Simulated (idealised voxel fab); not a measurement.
Documented hereafter: the process module known as voxel transistor to metal.
FYI the section here is cut, 165 nm wide, cells are 5 nm squares.
Bands, listed from the top down, are how a cross-section gets written in this document; the cross-section itself is a grid of square cells, and a band is one or more rows of them.
Band: top height; bottom height; in nm. Then, left to right: material with width in nm, for each material. "full width": a single material spanning edge to edge. "air": empty space.
Heads up on the height convention: 0 is the point under which the incoming wafer is all one material, and the lowest band has no bottom, it just keeps going down, like "0 and below".
Width spec "30 to 40" -> top row of cells at first value, bottom row at second value, equal per-row change in between.
When a step is marked "changes: none", none of the cells in the cross-section changed during that step.
"Completely sealed voids" contains a list of empty spaces, each no smaller than 8 cells and without an open way to the top, written in the form width x height at distance with the distance from the left edge and all three in nm.
If you see something after the settings on a step's line, that's the simulator's own remark about that step.
The setting "overlay nm" may be written on the line of a step. When the step uses a mask, the value reports how far to the right of the planned place the mask lay, and a negative value reports that it lay to the left.

Here's what the planned process steps look like
step 1: op RECEIVE | material Si
step 2: op CONFORMAL_DEP | material SiO2 | thk nm 5
step 3: op CONFORMAL_DEP | material SiN | thk nm 15
step 4: op MASKED_ETCH | tone cover | mask id ACTIVE | width nm 115 | etch materials SiN | depth nm 15 | overlay nm 0
step 5: op MASKED_ETCH | tone cover | mask id ACTIVE | width nm 115 | etch materials SiO2 | depth nm 5 | overlay nm 0
step 6: op MASKED_ETCH | tone cover | mask id ACTIVE | width nm 115 | etch materials Si | depth nm 20 | overlay nm 0
step 7: op FILL_DEP | material SiO2 | thk nm 15
step 8: op CMP | height nm 20
step 9: op SELECTIVE_ETCH | etch materials SiO2 | depth nm 5
step 10: op STRIP | etch materials SiN
step 11: op SELECTIVE_ETCH | etch materials SiO2 | depth nm 5
step 12: op OXIDIZE | depth nm 5
step 13: op DIRECTIONAL_DEP | material polySi | thk nm 25
step 14: op DIRECTIONAL_DEP | material SiCN | thk nm 10
step 15: op MASKED_ETCH | tone cover | mask id GATE | width nm 15 | etch materials SiCN | depth nm 20 | overlay nm 0
step 16: op MASKED_ETCH | tone cover | mask id GATE | width nm 15 | etch materials polySi | depth nm 35 | overlay nm 0
step 17: op CONFORMAL_DEP | material SiO2 | thk nm 5
step 18: op DIRECTIONAL_ETCH | etch materials SiO2 | depth nm 5
step 19: op CONFORMAL_DEP | material SiN | thk nm 10
step 20: op DIRECTIONAL_ETCH | etch materials SiN | depth nm 10
step 21: op DIRECTIONAL_ETCH | etch materials SiO2 | depth nm 5
step 22: op DIRECTIONAL_ETCH | etch materials Si | depth nm 5
step 23: op EPI | material nSi | thk nm 10
step 24: op FILL_DEP | material SiO2 | thk nm 10
step 25: op CMP | height nm 35
step 26: op DIRECTIONAL_DEP | material SiO2 | thk nm 15
step 27: op PATTERN | tone open | mask id CONTACT | material resist | width nm 20 | pitch nm 75 | thk nm 20 | overlay nm 0
step 28: op DIRECTIONAL_ETCH | etch materials SiO2 | depth nm 50
step 29: op STRIP | etch materials resist
step 30: op CONFORMAL_DEP | material TiN | thk nm 5
step 31: op FILL_DEP | material Ru | thk nm 10
step 32: op CMP | height nm 50
step 33: op CONFORMAL_DEP | material SiN | thk nm 5
step 34: op DIRECTIONAL_DEP | material lowk | thk nm 15
step 35: op PATTERN | tone open | mask id METAL_1 | material resist | width nm 20 | pitch nm 75 | thk nm 15 | overlay nm 0
step 36: op DIRECTIONAL_ETCH | etch materials lowk | depth nm 15
step 37: op DIRECTIONAL_ETCH | etch materials SiN | depth nm 5
step 38: op STRIP | etch materials resist
step 39: op CONFORMAL_DEP | material TiN | thk nm 5
step 40: op FILL_DEP | material Ru | thk nm 5
step 41: op CMP | height nm 70
step 42: op CONFORMAL_DEP | material SiCN | thk nm 5
step 43: op DIRECTIONAL_DEP | material lowk | thk nm 25
step 44: op MASKED_ETCH | tone open | mask id METAL_2_HOLES | width nm 15 | pitch nm 75 | etch materials lowk | depth nm 25 | overlay nm 0
step 45: op DIRECTIONAL_DEP | material aC | thk nm 10
step 46: op PATTERN | tone open | mask id METAL_2 | material resist | width nm 20 | pitch nm 75 | thk nm 25 | overlay nm 0
step 47: op DIRECTIONAL_ETCH | etch materials aC | depth nm 10
step 48: op STRIP | etch materials resist
step 49: op DIRECTIONAL_ETCH | etch materials lowk | depth nm 15
step 50: op DIRECTIONAL_ETCH | etch materials SiCN | depth nm 5
step 51: op STRIP | etch materials aC
step 52: op CONFORMAL_DEP | material TiN | thk nm 5
step 53: op FILL_DEP | material Ru | thk nm 10
step 54: op CMP | height nm 100
step 55: op CONFORMAL_DEP | material SiCN | thk nm 5

As received, after step 1
  0 and below  Si full width
  Completely sealed voids: none

As-planned run: cross-section of the first of two wafers at end of module
  105 down to 100  SiCN full width
  100 down to 90  lowk: 35, then TiN: 5, then Ru: 10, then TiN: 5, then lowk: 55, then TiN: 5, then Ru: 10, then TiN: 5, then lowk: 35
  90 down to 85  lowk: 35, then TiN: 5, then Ru: 5, then TiN: 10, then lowk: 55, then TiN: 5, then Ru: 5, then TiN: 10, then lowk: 35
  85 down to 75  lowk: 35, then TiN: 5, then Ru: 5, then TiN: 5, then lowk: 60, then TiN: 5, then Ru: 5, then TiN: 5, then lowk: 40
  75 down to 70  SiCN: 35, then TiN: 15, then SiCN: 60, then TiN: 15, then SiCN: 40
  70 down to 55  lowk: 35, then TiN: 5, then Ru: 10, then TiN: 5, then lowk: 55, then TiN: 5, then Ru: 10, then TiN: 5, then lowk: 35
  55 down to 50  SiN: 35, then TiN: 20, then SiN: 55, then TiN: 20, then SiN: 35
  50 down to 35  SiO2: 35, then TiN: 5, then Ru: 10, then TiN: 5, then SiO2: 55, then TiN: 5, then Ru: 10, then TiN: 5, then SiO2: 35
  35 down to 25  SiO2: 35, then TiN: 5, then Ru: 10, then TiN: 5, then SiO2: 5, then SiN: 10, then SiO2: 5, then SiCN: 15, then SiO2: 5, then SiN: 10, then SiO2: 5, then TiN: 5, then Ru: 10, then TiN: 5, then SiO2: 35
  25 down to 10  SiO2: 35, then TiN: 5, then Ru: 10, then TiN: 5, then SiO2: 5, then SiN: 10, then SiO2: 5, then polySi: 15, then SiO2: 5, then SiN: 10, then SiO2: 5, then TiN: 5, then Ru: 10, then TiN: 5, then SiO2: 35
  10 down to 5  SiO2: 25, then SiN: 10, then TiN: 20, then SiO2: 5, then SiN: 10, then SiO2: 5, then polySi: 15, then SiO2: 5, then SiN: 10, then SiO2: 5, then TiN: 20, then SiN: 10, then SiO2: 25
  5 down to 0  SiO2: 25, then SiN: 10, then nSi: 10, then TiN: 5, then nSi: 10, then SiN: 10, then SiO2: 5, then polySi: 15, then SiO2: 5, then SiN: 10, then nSi: 10, then TiN: 5, then nSi: 10, then SiN: 10, then SiO2: 25
  0 down to -5  SiO2: 35, then nSi: 25, then SiO2: 45, then nSi: 25, then SiO2: 35
  -5 down to -10  SiO2: 25, then Si: 10, then nSi: 25, then Si: 45, then nSi: 25, then Si: 10, then SiO2: 25
  -10 down to -20  SiO2: 25, then Si: 115, then SiO2: 25
  -20 and below  Si full width
  Completely sealed voids: none

Cross-section at end of module for the second wafer of two, which matched the first in starting point and plan and differed by one mistake in its processing
  105 down to 100  SiCN full width
  100 down to 90  lowk: 35, then TiN: 5, then Ru: 10, then TiN: 5, then lowk: 55, then TiN: 5, then Ru: 10, then TiN: 5, then lowk: 35
  90 down to 85  lowk: 35, then TiN: 5, then Ru: 5, then TiN: 10, then lowk: 55, then TiN: 5, then Ru: 5, then TiN: 10, then lowk: 35
  85 down to 75  lowk: 35, then TiN: 5, then Ru: 5, then TiN: 5, then lowk: 60, then TiN: 5, then Ru: 5, then TiN: 5, then lowk: 40
  75 down to 70  SiCN: 35, then TiN: 15, then SiCN: 60, then TiN: 15, then SiCN: 40
  70 down to 60  lowk: 35, then TiN: 5, then Ru: 10, then TiN: 5, then lowk: 55, then TiN: 5, then Ru: 10, then TiN: 5, then lowk: 35
  60 down to 55  SiN: 35, then TiN: 20, then SiN: 55, then TiN: 20, then SiN: 35
  55 down to 50  TiN: 40, then Ru: 10, then TiN: 65, then Ru: 10, then TiN: 40
  50 down to 35  SiO2: 35, then TiN: 5, then Ru: 10, then TiN: 5, then SiO2: 55, then TiN: 5, then Ru: 10, then TiN: 5, then SiO2: 35
  35 down to 25  SiO2: 35, then TiN: 5, then Ru: 10, then TiN: 5, then SiO2: 5, then SiN: 10, then SiO2: 5, then SiCN: 15, then SiO2: 5, then SiN: 10, then SiO2: 5, then TiN: 5, then Ru: 10, then TiN: 5, then SiO2: 35
  25 down to 10  SiO2: 35, then TiN: 5, then Ru: 10, then TiN: 5, then SiO2: 5, then SiN: 10, then SiO2: 5, then polySi: 15, then SiO2: 5, then SiN: 10, then SiO2: 5, then TiN: 5, then Ru: 10, then TiN: 5, then SiO2: 35
  10 down to 5  SiO2: 25, then SiN: 10, then TiN: 20, then SiO2: 5, then SiN: 10, then SiO2: 5, then polySi: 15, then SiO2: 5, then SiN: 10, then SiO2: 5, then TiN: 20, then SiN: 10, then SiO2: 25
  5 down to 0  SiO2: 25, then SiN: 10, then nSi: 10, then TiN: 5, then nSi: 10, then SiN: 10, then SiO2: 5, then polySi: 15, then SiO2: 5, then SiN: 10, then nSi: 10, then TiN: 5, then nSi: 10, then SiN: 10, then SiO2: 25
  0 down to -5  SiO2: 35, then nSi: 25, then SiO2: 45, then nSi: 25, then SiO2: 35
  -5 down to -10  SiO2: 25, then Si: 10, then nSi: 25, then Si: 45, then nSi: 25, then Si: 10, then SiO2: 25
  -10 down to -20  SiO2: 25, then Si: 115, then SiO2: 25
  -20 and below  Si full width
  Completely sealed voids: none
Deviation from plan: step 32 deviated from plan and actually ran as op CMP | height nm 55
Materials where the second wafer ends with more or fewer cells than the first: +25 TiN | -25 lowk
